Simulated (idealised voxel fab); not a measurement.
Process module under the name voxel self aligned contacts
The cross-section shown here is cut; it is 270 nm wide and divided into square cells measuring 5 nm on a side.
Reading order for cross-sections: top band down to bottom band. Underlying form: a grid of square cells. Band size: one or more rows of cells. The band entry comprises the height of the band's top followed by the height of its bottom, expressed in nm, and subsequently the band's materials from left to right, each stated together with its width in nm. Where a single material is marked with the word "all across", that material fills the band from edge to edge. The word "air" represents empty space. Height 0 is the level under which the wafer as received is all one material. The lowest band goes on downwards, as in "z 0 and below". Quick explanation for "30..40": the width changes in equal steps down the rows of cells, from the first number in the band's top row to the second number in its bottom row. Any step labelled "nothing different" changed none of the cells in the cross-section. Look at "Closed internal cavities" for the closed voids: empty spaces with no open path to the top, sized 8 cells or up. Each is width x height at distance, distance from the left edge, all nm. Text after the settings on a step's line: the simulator's own remark on that step. For masked steps, "overlay nm" on the step line gives how far right of plan the mask actually lay; a minus sign means it lay to the left.

## The following list gives the planned process steps
| 1 | RECEIVE, material Si |
| 2 | OXIDIZE, depth nm 5 |
| 3 | DIRECTIONAL_DEP, material polySi, thk nm 30 |
| 4 | DIRECTIONAL_DEP, material SiN, thk nm 20 |
| 5 | DIRECTIONAL_DEP, material aC, thk nm 10 |
| 6 | PATTERN, tone cover, mask id GATE, material resist, width nm 30, pitch nm 75, thk nm 30, overlay nm 0 |
| 7 | DIRECTIONAL_ETCH, etch materials aC, depth nm 10 |
| 8 | STRIP, etch materials resist |
| 9 | DIRECTIONAL_ETCH, etch materials SiN, depth nm 20 |
| 10 | DIRECTIONAL_ETCH, etch materials polySi, depth nm 30 |
| 11 | STRIP, etch materials aC |
| 12 | CONFORMAL_DEP, material SiN, thk nm 10 |
| 13 | DIRECTIONAL_ETCH, etch materials SiN, depth nm 10 |
| 14 | FILL_DEP, material SiO2, thk nm 20 |
| 15 | CMP, height nm 60 |
| 16 | DIRECTIONAL_DEP, material aC, thk nm 10 |
| 17 | PATTERN, tone open, mask id CONTACT, material resist, width nm 55, thk nm 30, overlay nm 0 |
| 18 | DIRECTIONAL_ETCH, etch materials aC, depth nm 10 |
| 19 | STRIP, etch materials resist |
| 20 | DIRECTIONAL_ETCH, etch materials SiO2, depth nm 65 |
| 21 | STRIP, etch materials aC |
| 22 | CONFORMAL_DEP, material TiN, thk nm 5 |
| 23 | FILL_DEP, material Ru, thk nm 5 |
| 24 | CMP, height nm 60 |
| 25 | CONFORMAL_DEP, material SiN, thk nm 5 |

## As-received wafer cross-section (after step 1)
* z 0 and below: Si all across
* Closed internal cavities: none

## This is how the wafer looks in cross-section once the module is done, given the starting state and plan above and one mistake in carrying the plan out
* z 65 to 60: SiN all across
* z 60 to 45: SiO2 (105)  TiN (5)  Ru (45)  TiN (5)  SiO2 (110)
* z 45 to 40: SiO2 (105)  TiN (10)  Ru (35)  TiN (10)  SiO2 (110)
* z 40 to 30: SiO2 (80)  SiN (30)  TiN (5)  Ru (35)  TiN (5)  SiN (30)  SiO2 (85)
* z 30 to 0: SiO2 (80)  polySi (30)  TiN (5)  Ru (35)  TiN (5)  polySi (30)  SiO2 (85)
* z 0 to -5: SiO2 (110)  TiN (45)  SiO2 (115)
* z -5 and below: Si all across
* Closed internal cavities: none
Deviation from plan: step 12 was dropped from the plan's execution and never run
